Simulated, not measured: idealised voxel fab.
process module | voxel wiring stack
cross-section cut | 220 nm wide | cells 5 nm
A cross-section is a grid of square cells, given in bands from the top down. A band is one or more rows of cells.
Each band's line starts with the height of the band's top and of its bottom, in nm. Then come its materials from left to right, each with its width in nm. One material with "throughout" fills the band from edge to edge. "air" is empty space.
Height 0 is the level under which the wafer as received is all one material. The lowest band goes on downwards, as in "0 down".
A width such as "30 to 40" changes by the same amount from each row of cells to the next, from the band's top row to its bottom row.
"no change" after a step means that no cell of the cross-section changed.
closed voids: empty space of 8 cells or more with no open way to the top, each as width x height at its distance from the left edge, in nm
after a step's settings: what the simulator itself notes on the step
overlay nm, on a step with a mask: how far to the right of its planned place the mask lay; to the left if negative
plan
1 op RECEIVE | material Si
2 op CONFORMAL_DEP | material SiO2 | thk nm 10
3 op CONFORMAL_DEP | material SiN | thk nm 5
4 op DIRECTIONAL_DEP | material lowk | thk nm 25
5 op MASKED_ETCH | tone open | mask id METAL_1 | width nm 25 | pitch nm 45 | etch materials lowk | depth nm 25 | overlay nm 0
6 op MASKED_ETCH | tone open | mask id METAL_1 | width nm 25 | pitch nm 45 | etch materials SiN | depth nm 5 | overlay nm 0
7 op CONFORMAL_DEP | material TiN | thk nm 5
8 op FILL_DEP | material Cu | thk nm 10
9 op CMP | height nm 40
10 op EPI | material Ru | thk nm 5
11 op FILL_DEP | material SiCN | thk nm 5
12 op DIRECTIONAL_DEP | material SiO2 | thk nm 10
13 op PATTERN | tone open | mask id PLUG_1 | material resist | width nm 15 | pitch nm 45 | thk nm 20 | overlay nm 0
14 op DIRECTIONAL_ETCH | etch materials SiO2 | depth nm 10
15 op DIRECTIONAL_ETCH | etch materials SiCN | depth nm 5
16 op STRIP | etch materials resist
17 op EPI | material Ru | thk nm 10
18 op EPI | material Ru | thk nm 5
19 op DIRECTIONAL_DEP | material TiN | thk nm 5
20 op DIRECTIONAL_DEP | material W | thk nm 15
21 op PATTERN | tone cover | mask id METAL_2 | material resist | width nm 25 | pitch nm 45 | thk nm 15 | overlay nm 0
22 op DIRECTIONAL_ETCH | etch materials W | depth nm 15
23 op DIRECTIONAL_ETCH | etch materials TiN | depth nm 5
24 op STRIP | etch materials resist
25 op FILL_DEP | material lowk | thk nm 10
26 op CMP | height nm 80
27 op CONFORMAL_DEP | material SiCN | thk nm 5
28 op DIRECTIONAL_DEP | material lowk | thk nm 20
29 op PATTERN | tone open | mask id PLUG_2 | material resist | width nm 15 | pitch nm 45 | thk nm 15 | overlay nm 0
30 op DIRECTIONAL_ETCH | etch materials lowk | depth nm 20
31 op DIRECTIONAL_ETCH | etch materials SiCN | depth nm 5
32 op STRIP | etch materials resist
33 op EPI | material Ru | thk nm 10
34 op EPI | material Ru | thk nm 10
35 op EPI | material Ru | thk nm 5
36 op CONFORMAL_DEP | material SiCN | thk nm 5
37 op DIRECTIONAL_DEP | material lowk | thk nm 25
38 op MASKED_ETCH | tone open | mask id METAL_3 | width nm 25 | pitch nm 45 | etch materials lowk | depth nm 25 | overlay nm 0
39 op MASKED_ETCH | tone open | mask id METAL_3 | width nm 25 | pitch nm 45 | etch materials SiCN | depth nm 5 | overlay nm 0
40 op CONFORMAL_DEP | material TiN | thk nm 5
41 op FILL_DEP | material Ru | thk nm 10
42 op CMP | height nm 135
43 op CONFORMAL_DEP | material SiCN | thk nm 5
44 op DIRECTIONAL_DEP | material lowk | thk nm 10
45 op MASKED_ETCH | tone open | mask id PLUG_3 | width nm 15 | pitch nm 90 | etch materials lowk | depth nm 10 | overlay nm 0
46 op MASKED_ETCH | tone open | mask id PLUG_3 | width nm 15 | pitch nm 90 | etch materials SiCN | depth nm 5 | overlay nm 0
47 op EPI | material Ru | thk nm 10
48 op EPI | material Ru | thk nm 5
49 op CONFORMAL_DEP | material SiN | thk nm 5
50 op DIRECTIONAL_DEP | material SiO2 | thk nm 25
51 op PATTERN | tone open | mask id METAL_4 | material resist | width nm 25 | pitch nm 45 | thk nm 20 | overlay nm 0
52 op DIRECTIONAL_ETCH | etch materials SiO2 | depth nm 25
53 op DIRECTIONAL_ETCH | etch materials SiN | depth nm 5
54 op STRIP | etch materials resist
55 op CONFORMAL_DEP | material TiN | thk nm 5
56 op FILL_DEP | material Cu | thk nm 10
57 op CMP | height nm 180
58 op EPI | material Ru | thk nm 5
59 op FILL_DEP | material SiCN | thk nm 5
first wafer, as planned
as received, after step 1
  0 down: Si throughout
  closed voids: none
after step 2
  10 to 0: SiO2 throughout
  below 0: unchanged
after step 3
  15 to 10: SiN throughout
  below 10: unchanged
after step 4
  40 to 15: lowk throughout
  below 15: unchanged
after step 5
  40 to 15: lowk 30 | air 25 | lowk 20 | air 25 | lowk 20 | air 25 | lowk 20 | air 25 | lowk 30
  below 15: unchanged
after step 6
  40 to 15: lowk 30 | air 25 | lowk 20 | air 25 | lowk 20 | air 25 | lowk 20 | air 25 | lowk 30
  15 to 10: SiN 30 | air 25 | SiN 20 | air 25 | SiN 20 | air 25 | SiN 20 | air 25 | SiN 30
  below 10: unchanged
after step 7
  45 to 40: TiN 35 | air 15 | TiN 30 | air 15 | TiN 30 | air 15 | TiN 30 | air 15 | TiN 35
  40 to 15: lowk 30 | TiN 5 | air 15 | TiN 5 | lowk 20 | TiN 5 | air 15 | TiN 5 | lowk 20 | TiN 5 | air 15 | TiN 5 | lowk 20 | TiN 5 | air 15 | TiN 5 | lowk 30
  15 to 10: SiN 30 | TiN 25 | SiN 20 | TiN 25 | SiN 20 | TiN 25 | SiN 20 | TiN 25 | SiN 30
  below 10: unchanged
after step 8
  55 to 45: Cu throughout
  45 to 40: TiN 35 | Cu 15 | TiN 30 | Cu 15 | TiN 30 | Cu 15 | TiN 30 | Cu 15 | TiN 35
  40 to 15: lowk 30 | TiN 5 | Cu 15 | TiN 5 | lowk 20 | TiN 5 | Cu 15 | TiN 5 | lowk 20 | TiN 5 | Cu 15 | TiN 5 | lowk 20 | TiN 5 | Cu 15 | TiN 5 | lowk 30
  below 15: unchanged
after step 9
  40 to 15: lowk 30 | TiN 5 | Cu 15 | TiN 5 | lowk 20 | TiN 5 | Cu 15 | TiN 5 | lowk 20 | TiN 5 | Cu 15 | TiN 5 | lowk 20 | TiN 5 | Cu 15 | TiN 5 | lowk 30
  below 15: unchanged
after step 10
  45 to 40: air 25 | Ru 35 | air 10 | Ru 35 | air 10 | Ru 35 | air 10 | Ru 35 | air 25
  below 40: unchanged
after step 11
  50 to 45: SiCN throughout
  45 to 40: SiCN 25 | Ru 35 | SiCN 10 | Ru 35 | SiCN 10 | Ru 35 | SiCN 10 | Ru 35 | SiCN 25
  below 40: unchanged
after step 12
  60 to 50: SiO2 throughout
  below 50: unchanged
after step 13
  80 to 60: resist 30 | air 15 | resist 30 | air 15 | resist 30 | air 15 | resist 30 | air 15 | resist 40
  below 60: unchanged
after step 14
  80 to 60: resist 30 | air 15 | resist 30 | air 15 | resist 30 | air 15 | resist 30 | air 15 | resist 40
  60 to 50: SiO2 30 | air 15 | SiO2 30 | air 15 | SiO2 30 | air 15 | SiO2 30 | air 15 | SiO2 40
  below 50: unchanged
after step 15
  80 to 60: resist 30 | air 15 | resist 30 | air 15 | resist 30 | air 15 | resist 30 | air 15 | resist 40
  60 to 50: SiO2 30 | air 15 | SiO2 30 | air 15 | SiO2 30 | air 15 | SiO2 30 | air 15 | SiO2 40
  50 to 45: SiCN 30 | air 15 | SiCN 30 | air 15 | SiCN 30 | air 15 | SiCN 30 | air 15 | SiCN 40
  below 45: unchanged
after step 16
  60 to 50: SiO2 30 | air 15 | SiO2 30 | air 15 | SiO2 30 | air 15 | SiO2 30 | air 15 | SiO2 40
  below 50: unchanged
after step 17
  60 to 55: SiO2 30 | air 15 | SiO2 30 | air 15 | SiO2 30 | air 15 | SiO2 30 | air 15 | SiO2 40
  55 to 50: SiO2 30 | Ru 15 | SiO2 30 | Ru 15 | SiO2 30 | Ru 15 | SiO2 30 | Ru 15 | SiO2 40
  50 to 40: SiCN 30 to 25 | Ru 15 to 35 | SiCN 30 to 10 | Ru 15 to 35 | SiCN 30 to 10 | Ru 15 to 35 | SiCN 30 to 10 | Ru 15 to 35 | SiCN 40 to 25
  below 40: unchanged
after step 18
  60 to 50: SiO2 30 | Ru 15 | SiO2 30 | Ru 15 | SiO2 30 | Ru 15 | SiO2 30 | Ru 15 | SiO2 40
  below 50: unchanged
after step 19
  65 to 60: TiN throughout
  below 60: unchanged
after step 20
  80 to 65: W throughout
  below 65: unchanged
after step 21
  95 to 80: air 30 | resist 25 | air 20 | resist 25 | air 20 | resist 25 | air 20 | resist 25 | air 30
  below 80: unchanged
after step 22
  95 to 80: air 30 | resist 25 | air 20 | resist 25 | air 20 | resist 25 | air 20 | resist 25 | air 30
  80 to 65: air 30 | W 25 | air 20 | W 25 | air 20 | W 25 | air 20 | W 25 | air 30
  below 65: unchanged
after step 23
  95 to 80: air 30 | resist 25 | air 20 | resist 25 | air 20 | resist 25 | air 20 | resist 25 | air 30
  80 to 65: air 30 | W 25 | air 20 | W 25 | air 20 | W 25 | air 20 | W 25 | air 30
  65 to 60: air 30 | TiN 25 | air 20 | TiN 25 | air 20 | TiN 25 | air 20 | TiN 25 | air 30
  below 60: unchanged
after step 24
  80 to 65: air 30 | W 25 | air 20 | W 25 | air 20 | W 25 | air 20 | W 25 | air 30
  below 65: unchanged
after step 25
  90 to 80: lowk throughout
  80 to 65: lowk 30 | W 25 | lowk 20 | W 25 | lowk 20 | W 25 | lowk 20 | W 25 | lowk 30
  65 to 60: lowk 30 | TiN 25 | lowk 20 | TiN 25 | lowk 20 | TiN 25 | lowk 20 | TiN 25 | lowk 30
  below 60: unchanged
after step 26
  80 to 65: lowk 30 | W 25 | lowk 20 | W 25 | lowk 20 | W 25 | lowk 20 | W 25 | lowk 30
  below 65: unchanged
after step 27
  85 to 80: SiCN throughout
  below 80: unchanged
after step 28
  105 to 85: lowk throughout
  below 85: unchanged
after step 29
  120 to 105: resist 30 | air 15 | resist 30 | air 15 | resist 30 | air 15 | resist 30 | air 15 | resist 40
  below 105: unchanged
after step 30
  120 to 105: resist 30 | air 15 | resist 30 | air 15 | resist 30 | air 15 | resist 30 | air 15 | resist 40
  105 to 85: lowk 30 | air 15 | lowk 30 | air 15 | lowk 30 | air 15 | lowk 30 | air 15 | lowk 40
  below 85: unchanged
after step 31
  120 to 105: resist 30 | air 15 | resist 30 | air 15 | resist 30 | air 15 | resist 30 | air 15 | resist 40
  105 to 85: lowk 30 | air 15 | lowk 30 | air 15 | lowk 30 | air 15 | lowk 30 | air 15 | lowk 40
  85 to 80: SiCN 30 | air 15 | SiCN 30 | air 15 | SiCN 30 | air 15 | SiCN 30 | air 15 | SiCN 40
  below 80: unchanged
after step 32
  105 to 85: lowk 30 | air 15 | lowk 30 | air 15 | lowk 30 | air 15 | lowk 30 | air 15 | lowk 40
  below 85: unchanged
after step 33
  105 to 90: lowk 30 | air 15 | lowk 30 | air 15 | lowk 30 | air 15 | lowk 30 | air 15 | lowk 40
  90 to 85: lowk 30 | Ru 15 | lowk 30 | Ru 15 | lowk 30 | Ru 15 | lowk 30 | Ru 15 | lowk 40
  85 to 80: SiCN 30 | Ru 15 | SiCN 30 | Ru 15 | SiCN 30 | Ru 15 | SiCN 30 | Ru 15 | SiCN 40
  below 80: unchanged
after step 34
  105 to 100: lowk 30 | air 15 | lowk 30 | air 15 | lowk 30 | air 15 | lowk 30 | air 15 | lowk 40
  100 to 85: lowk 30 | Ru 15 | lowk 30 | Ru 15 | lowk 30 | Ru 15 | lowk 30 | Ru 15 | lowk 40
  below 85: unchanged
after step 35
  105 to 85: lowk 30 | Ru 15 | lowk 30 | Ru 15 | lowk 30 | Ru 15 | lowk 30 | Ru 15 | lowk 40
  below 85: unchanged
after step 36
  110 to 105: SiCN throughout
  below 105: unchanged
after step 37
  135 to 110: lowk throughout
  below 110: unchanged
after step 38
  135 to 110: lowk 30 | air 25 | lowk 20 | air 25 | lowk 20 | air 25 | lowk 20 | air 25 | lowk 30
  below 110: unchanged
after step 39
  135 to 110: lowk 30 | air 25 | lowk 20 | air 25 | lowk 20 | air 25 | lowk 20 | air 25 | lowk 30
  110 to 105: SiCN 30 | air 25 | SiCN 20 | air 25 | SiCN 20 | air 25 | SiCN 20 | air 25 | SiCN 30
  below 105: unchanged
after step 40
  140 to 135: TiN 35 | air 15 | TiN 30 | air 15 | TiN 30 | air 15 | TiN 30 | air 15 | TiN 35
  135 to 110: lowk 30 | TiN 5 | air 15 | TiN 5 | lowk 20 | TiN 5 | air 15 | TiN 5 | lowk 20 | TiN 5 | air 15 | TiN 5 | lowk 20 | TiN 5 | air 15 | TiN 5 | lowk 30
  110 to 105: SiCN 30 | TiN 25 | SiCN 20 | TiN 25 | SiCN 20 | TiN 25 | SiCN 20 | TiN 25 | SiCN 30
  below 105: unchanged
after step 41
  150 to 140: Ru throughout
  140 to 135: TiN 35 | Ru 15 | TiN 30 | Ru 15 | TiN 30 | Ru 15 | TiN 30 | Ru 15 | TiN 35
  135 to 110: lowk 30 | TiN 5 | Ru 15 | TiN 5 | lowk 20 | TiN 5 | Ru 15 | TiN 5 | lowk 20 | TiN 5 | Ru 15 | TiN 5 | lowk 20 | TiN 5 | Ru 15 | TiN 5 | lowk 30
  below 110: unchanged
after step 42
  135 to 110: lowk 30 | TiN 5 | Ru 15 | TiN 5 | lowk 20 | TiN 5 | Ru 15 | TiN 5 | lowk 20 | TiN 5 | Ru 15 | TiN 5 | lowk 20 | TiN 5 | Ru 15 | TiN 5 | lowk 30
  below 110: unchanged
after step 43
  140 to 135: SiCN throughout
  below 135: unchanged
after step 44
  150 to 140: lowk throughout
  below 140: unchanged
after step 45
  150 to 140: lowk 30 | air 15 | lowk 75 | air 15 | lowk 85
  below 140: unchanged
after step 46
  150 to 140: lowk 30 | air 15 | lowk 75 | air 15 | lowk 85
  140 to 135: SiCN 30 | air 15 | SiCN 75 | air 15 | SiCN 85
  below 135: unchanged
after step 47
  150 to 145: lowk 30 | air 15 | lowk 75 | air 15 | lowk 85
  145 to 140: lowk 30 | Ru 15 | lowk 75 | Ru 15 | lowk 85
  140 to 135: SiCN 30 | Ru 15 | SiCN 75 | Ru 15 | SiCN 85
  below 135: unchanged
after step 48
  150 to 140: lowk 30 | Ru 15 | lowk 75 | Ru 15 | lowk 85
  below 140: unchanged
after step 49
  155 to 150: SiN throughout
  below 150: unchanged
after step 50
  180 to 155: SiO2 throughout
  below 155: unchanged
after step 51
  200 to 180: resist 30 | air 25 | resist 20 | air 25 | resist 20 | air 25 | resist 20 | air 25 | resist 30
  below 180: unchanged
after step 52
  200 to 180: resist 30 | air 25 | resist 20 | air 25 | resist 20 | air 25 | resist 20 | air 25 | resist 30
  180 to 155: SiO2 30 | air 25 | SiO2 20 | air 25 | SiO2 20 | air 25 | SiO2 20 | air 25 | SiO2 30
  below 155: unchanged
after step 53
  200 to 180: resist 30 | air 25 | resist 20 | air 25 | resist 20 | air 25 | resist 20 | air 25 | resist 30
  180 to 155: SiO2 30 | air 25 | SiO2 20 | air 25 | SiO2 20 | air 25 | SiO2 20 | air 25 | SiO2 30
  155 to 150: SiN 30 | air 25 | SiN 20 | air 25 | SiN 20 | air 25 | SiN 20 | air 25 | SiN 30
  below 150: unchanged
after step 54
  180 to 155: SiO2 30 | air 25 | SiO2 20 | air 25 | SiO2 20 | air 25 | SiO2 20 | air 25 | SiO2 30
  below 155: unchanged
after step 55
  185 to 180: TiN 35 | air 15 | TiN 30 | air 15 | TiN 30 | air 15 | TiN 30 | air 15 | TiN 35
  180 to 155: SiO2 30 | TiN 5 | air 15 | TiN 5 | SiO2 20 | TiN 5 | air 15 | TiN 5 | SiO2 20 | TiN 5 | air 15 | TiN 5 | SiO2 20 | TiN 5 | air 15 | TiN 5 | SiO2 30
  155 to 150: SiN 30 | TiN 25 | SiN 20 | TiN 25 | SiN 20 | TiN 25 | SiN 20 | TiN 25 | SiN 30
  below 150: unchanged
after step 56
  195 to 185: Cu throughout
  185 to 180: TiN 35 | Cu 15 | TiN 30 | Cu 15 | TiN 30 | Cu 15 | TiN 30 | Cu 15 | TiN 35
  180 to 155: SiO2 30 | TiN 5 | Cu 15 | TiN 5 | SiO2 20 | TiN 5 | Cu 15 | TiN 5 | SiO2 20 | TiN 5 | Cu 15 | TiN 5 | SiO2 20 | TiN 5 | Cu 15 | TiN 5 | SiO2 30
  below 155: unchanged
after step 57
  180 to 155: SiO2 30 | TiN 5 | Cu 15 | TiN 5 | SiO2 20 | TiN 5 | Cu 15 | TiN 5 | SiO2 20 | TiN 5 | Cu 15 | TiN 5 | SiO2 20 | TiN 5 | Cu 15 | TiN 5 | SiO2 30
  below 155: unchanged
after step 58
  185 to 180: air 25 | Ru 35 | air 10 | Ru 35 | air 10 | Ru 35 | air 10 | Ru 35 | air 25
  below 180: unchanged
after step 59
  190 to 185: SiCN throughout
  185 to 180: SiCN 25 | Ru 35 | SiCN 10 | Ru 35 | SiCN 10 | Ru 35 | SiCN 10 | Ru 35 | SiCN 25
  below 180: unchanged
second wafer: like start, like plan, one mistake. Through step 8 it matches the first wafer
when step 9 should have ended: no change
when step 10 should have ended
  60 to 55: Ru throughout
  below 55: unchanged
when step 11 should have ended
  65 to 60: SiCN throughout
  below 60: unchanged
when step 12 should have ended
  75 to 65: SiO2 throughout
  below 65: unchanged
when step 13 should have ended
  95 to 75: resist 30 | air 15 | resist 30 | air 15 | resist 30 | air 15 | resist 30 | air 15 | resist 40
  below 75: unchanged
when step 14 should have ended
  95 to 75: resist 30 | air 15 | resist 30 | air 15 | resist 30 | air 15 | resist 30 | air 15 | resist 40
  75 to 65: SiO2 30 | air 15 | SiO2 30 | air 15 | SiO2 30 | air 15 | SiO2 30 | air 15 | SiO2 40
  below 65: unchanged
when step 15 should have ended
  95 to 75: resist 30 | air 15 | resist 30 | air 15 | resist 30 | air 15 | resist 30 | air 15 | resist 40
  75 to 65: SiO2 30 | air 15 | SiO2 30 | air 15 | SiO2 30 | air 15 | SiO2 30 | air 15 | SiO2 40
  65 to 60: SiCN 30 | air 15 | SiCN 30 | air 15 | SiCN 30 | air 15 | SiCN 30 | air 15 | SiCN 40
  below 60: unchanged
when step 16 should have ended
  75 to 65: SiO2 30 | air 15 | SiO2 30 | air 15 | SiO2 30 | air 15 | SiO2 30 | air 15 | SiO2 40
  below 65: unchanged
when step 17 should have ended
  75 to 70: SiO2 30 | air 15 | SiO2 30 | air 15 | SiO2 30 | air 15 | SiO2 30 | air 15 | SiO2 40
  70 to 65: SiO2 30 | Ru 15 | SiO2 30 | Ru 15 | SiO2 30 | Ru 15 | SiO2 30 | Ru 15 | SiO2 40
  65 to 60: SiCN 30 | Ru 15 | SiCN 30 | Ru 15 | SiCN 30 | Ru 15 | SiCN 30 | Ru 15 | SiCN 40
  below 60: unchanged
when step 18 should have ended
  75 to 65: SiO2 30 | Ru 15 | SiO2 30 | Ru 15 | SiO2 30 | Ru 15 | SiO2 30 | Ru 15 | SiO2 40
  below 65: unchanged
when step 19 should have ended
  80 to 75: TiN throughout
  below 75: unchanged
when step 20 should have ended
  95 to 80: W throughout
  below 80: unchanged
when step 21 should have ended
  110 to 95: air 30 | resist 25 | air 20 | resist 25 | air 20 | resist 25 | air 20 | resist 25 | air 30
  below 95: unchanged
when step 22 should have ended
  110 to 95: air 30 | resist 25 | air 20 | resist 25 | air 20 | resist 25 | air 20 | resist 25 | air 30
  95 to 80: air 30 | W 25 | air 20 | W 25 | air 20 | W 25 | air 20 | W 25 | air 30
  below 80: unchanged
when step 23 should have ended
  110 to 95: air 30 | resist 25 | air 20 | resist 25 | air 20 | resist 25 | air 20 | resist 25 | air 30
  95 to 80: air 30 | W 25 | air 20 | W 25 | air 20 | W 25 | air 20 | W 25 | air 30
  80 to 75: air 30 | TiN 25 | air 20 | TiN 25 | air 20 | TiN 25 | air 20 | TiN 25 | air 30
  below 75: unchanged
when step 24 should have ended
  95 to 80: air 30 | W 25 | air 20 | W 25 | air 20 | W 25 | air 20 | W 25 | air 30
  below 80: unchanged
when step 25 should have ended
  105 to 95: lowk throughout
  95 to 80: lowk 30 | W 25 | lowk 20 | W 25 | lowk 20 | W 25 | lowk 20 | W 25 | lowk 30
  80 to 75: lowk 30 | TiN 25 | lowk 20 | TiN 25 | lowk 20 | TiN 25 | lowk 20 | TiN 25 | lowk 30
  below 75: unchanged
when step 26 should have ended
  80 to 75: lowk 30 | TiN 25 | lowk 20 | TiN 25 | lowk 20 | TiN 25 | lowk 20 | TiN 25 | lowk 30
  below 75: unchanged
when step 27 should have ended
  85 to 80: SiCN throughout
  below 80: unchanged
when step 28 should have ended
  105 to 85: lowk throughout
  below 85: unchanged
when step 29 should have ended
  120 to 105: resist 30 | air 15 | resist 30 | air 15 | resist 30 | air 15 | resist 30 | air 15 | resist 40
  below 105: unchanged
when step 30 should have ended
  120 to 105: resist 30 | air 15 | resist 30 | air 15 | resist 30 | air 15 | resist 30 | air 15 | resist 40
  105 to 85: lowk 30 | air 15 | lowk 30 | air 15 | lowk 30 | air 15 | lowk 30 | air 15 | lowk 40
  below 85: unchanged
when step 31 should have ended
  120 to 105: resist 30 | air 15 | resist 30 | air 15 | resist 30 | air 15 | resist 30 | air 15 | resist 40
  105 to 85: lowk 30 | air 15 | lowk 30 | air 15 | lowk 30 | air 15 | lowk 30 | air 15 | lowk 40
  85 to 80: SiCN 30 | air 15 | SiCN 30 | air 15 | SiCN 30 | air 15 | SiCN 30 | air 15 | SiCN 40
  below 80: unchanged
when step 32 should have ended
  105 to 85: lowk 30 | air 15 | lowk 30 | air 15 | lowk 30 | air 15 | lowk 30 | air 15 | lowk 40
  below 85: unchanged
when step 33 should have ended
  105 to 90: lowk 30 | air 15 | lowk 30 | air 15 | lowk 30 | air 15 | lowk 30 | air 15 | lowk 40
  90 to 85: lowk 30 | Ru 15 | lowk 30 | Ru 15 | lowk 30 | Ru 15 | lowk 30 | Ru 15 | lowk 40
  85 to 80: SiCN 30 | Ru 15 | SiCN 30 | Ru 15 | SiCN 30 | Ru 15 | SiCN 30 | Ru 15 | SiCN 40
  below 80: unchanged
when step 34 should have ended
  105 to 100: lowk 30 | air 15 | lowk 30 | air 15 | lowk 30 | air 15 | lowk 30 | air 15 | lowk 40
  100 to 85: lowk 30 | Ru 15 | lowk 30 | Ru 15 | lowk 30 | Ru 15 | lowk 30 | Ru 15 | lowk 40
  below 85: unchanged
when step 35 should have ended
  105 to 85: lowk 30 | Ru 15 | lowk 30 | Ru 15 | lowk 30 | Ru 15 | lowk 30 | Ru 15 | lowk 40
  below 85: unchanged
when step 36 should have ended
  110 to 105: SiCN throughout
  below 105: unchanged
when step 37 should have ended
  135 to 110: lowk throughout
  below 110: unchanged
when step 38 should have ended
  135 to 110: lowk 30 | air 25 | lowk 20 | air 25 | lowk 20 | air 25 | lowk 20 | air 25 | lowk 30
  below 110: unchanged
when step 39 should have ended
  135 to 110: lowk 30 | air 25 | lowk 20 | air 25 | lowk 20 | air 25 | lowk 20 | air 25 | lowk 30
  110 to 105: SiCN 30 | air 25 | SiCN 20 | air 25 | SiCN 20 | air 25 | SiCN 20 | air 25 | SiCN 30
  below 105: unchanged
when step 40 should have ended
  140 to 135: TiN 35 | air 15 | TiN 30 | air 15 | TiN 30 | air 15 | TiN 30 | air 15 | TiN 35
  135 to 110: lowk 30 | TiN 5 | air 15 | TiN 5 | lowk 20 | TiN 5 | air 15 | TiN 5 | lowk 20 | TiN 5 | air 15 | TiN 5 | lowk 20 | TiN 5 | air 15 | TiN 5 | lowk 30
  110 to 105: SiCN 30 | TiN 25 | SiCN 20 | TiN 25 | SiCN 20 | TiN 25 | SiCN 20 | TiN 25 | SiCN 30
  below 105: unchanged
when step 41 should have ended
  150 to 140: Ru throughout
  140 to 135: TiN 35 | Ru 15 | TiN 30 | Ru 15 | TiN 30 | Ru 15 | TiN 30 | Ru 15 | TiN 35
  135 to 110: lowk 30 | TiN 5 | Ru 15 | TiN 5 | lowk 20 | TiN 5 | Ru 15 | TiN 5 | lowk 20 | TiN 5 | Ru 15 | TiN 5 | lowk 20 | TiN 5 | Ru 15 | TiN 5 | lowk 30
  below 110: unchanged
when step 42 should have ended
  135 to 110: lowk 30 | TiN 5 | Ru 15 | TiN 5 | lowk 20 | TiN 5 | Ru 15 | TiN 5 | lowk 20 | TiN 5 | Ru 15 | TiN 5 | lowk 20 | TiN 5 | Ru 15 | TiN 5 | lowk 30
  below 110: unchanged
when step 43 should have ended
  140 to 135: SiCN throughout
  below 135: unchanged
when step 44 should have ended
  150 to 140: lowk throughout
  below 140: unchanged
when step 45 should have ended
  150 to 140: lowk 30 | air 15 | lowk 75 | air 15 | lowk 85
  below 140: unchanged
when step 46 should have ended
  150 to 140: lowk 30 | air 15 | lowk 75 | air 15 | lowk 85
  140 to 135: SiCN 30 | air 15 | SiCN 75 | air 15 | SiCN 85
  below 135: unchanged
when step 47 should have ended
  150 to 145: lowk 30 | air 15 | lowk 75 | air 15 | lowk 85
  145 to 140: lowk 30 | Ru 15 | lowk 75 | Ru 15 | lowk 85
  140 to 135: SiCN 30 | Ru 15 | SiCN 75 | Ru 15 | SiCN 85
  below 135: unchanged
when step 48 should have ended
  150 to 140: lowk 30 | Ru 15 | lowk 75 | Ru 15 | lowk 85
  below 140: unchanged
when step 49 should have ended
  155 to 150: SiN throughout
  below 150: unchanged
when step 50 should have ended
  180 to 155: SiO2 throughout
  below 155: unchanged
when step 51 should have ended
  200 to 180: resist 30 | air 25 | resist 20 | air 25 | resist 20 | air 25 | resist 20 | air 25 | resist 30
  below 180: unchanged
when step 52 should have ended
  200 to 180: resist 30 | air 25 | resist 20 | air 25 | resist 20 | air 25 | resist 20 | air 25 | resist 30
  180 to 155: SiO2 30 | air 25 | SiO2 20 | air 25 | SiO2 20 | air 25 | SiO2 20 | air 25 | SiO2 30
  below 155: unchanged
when step 53 should have ended
  200 to 180: resist 30 | air 25 | resist 20 | air 25 | resist 20 | air 25 | resist 20 | air 25 | resist 30
  180 to 155: SiO2 30 | air 25 | SiO2 20 | air 25 | SiO2 20 | air 25 | SiO2 20 | air 25 | SiO2 30
  155 to 150: SiN 30 | air 25 | SiN 20 | air 25 | SiN 20 | air 25 | SiN 20 | air 25 | SiN 30
  below 150: unchanged
when step 54 should have ended
  180 to 155: SiO2 30 | air 25 | SiO2 20 | air 25 | SiO2 20 | air 25 | SiO2 20 | air 25 | SiO2 30
  below 155: unchanged
when step 55 should have ended
  185 to 180: TiN 35 | air 15 | TiN 30 | air 15 | TiN 30 | air 15 | TiN 30 | air 15 | TiN 35
  180 to 155: SiO2 30 | TiN 5 | air 15 | TiN 5 | SiO2 20 | TiN 5 | air 15 | TiN 5 | SiO2 20 | TiN 5 | air 15 | TiN 5 | SiO2 20 | TiN 5 | air 15 | TiN 5 | SiO2 30
  155 to 150: SiN 30 | TiN 25 | SiN 20 | TiN 25 | SiN 20 | TiN 25 | SiN 20 | TiN 25 | SiN 30
  below 150: unchanged
when step 56 should have ended
  195 to 185: Cu throughout
  185 to 180: TiN 35 | Cu 15 | TiN 30 | Cu 15 | TiN 30 | Cu 15 | TiN 30 | Cu 15 | TiN 35
  180 to 155: SiO2 30 | TiN 5 | Cu 15 | TiN 5 | SiO2 20 | TiN 5 | Cu 15 | TiN 5 | SiO2 20 | TiN 5 | Cu 15 | TiN 5 | SiO2 20 | TiN 5 | Cu 15 | TiN 5 | SiO2 30
  below 155: unchanged
when step 57 should have ended
  180 to 155: SiO2 30 | TiN 5 | Cu 15 | TiN 5 | SiO2 20 | TiN 5 | Cu 15 | TiN 5 | SiO2 20 | TiN 5 | Cu 15 | TiN 5 | SiO2 20 | TiN 5 | Cu 15 | TiN 5 | SiO2 30
  below 155: unchanged
when step 58 should have ended
  185 to 180: air 25 | Ru 35 | air 10 | Ru 35 | air 10 | Ru 35 | air 10 | Ru 35 | air 25
  below 180: unchanged
when step 59 should have ended
  190 to 185: SiCN throughout
  185 to 180: SiCN 25 | Ru 35 | SiCN 10 | Ru 35 | SiCN 10 | Ru 35 | SiCN 10 | Ru 35 | SiCN 25
  below 180: unchanged
what went wrong: step 9 was left out
at the end the second wafer has, in cells: 100 more of Cu | 16 more of Ru | 16 fewer of SiCN | 32 more of TiN | 60 fewer of W | 72 fewer of lowk
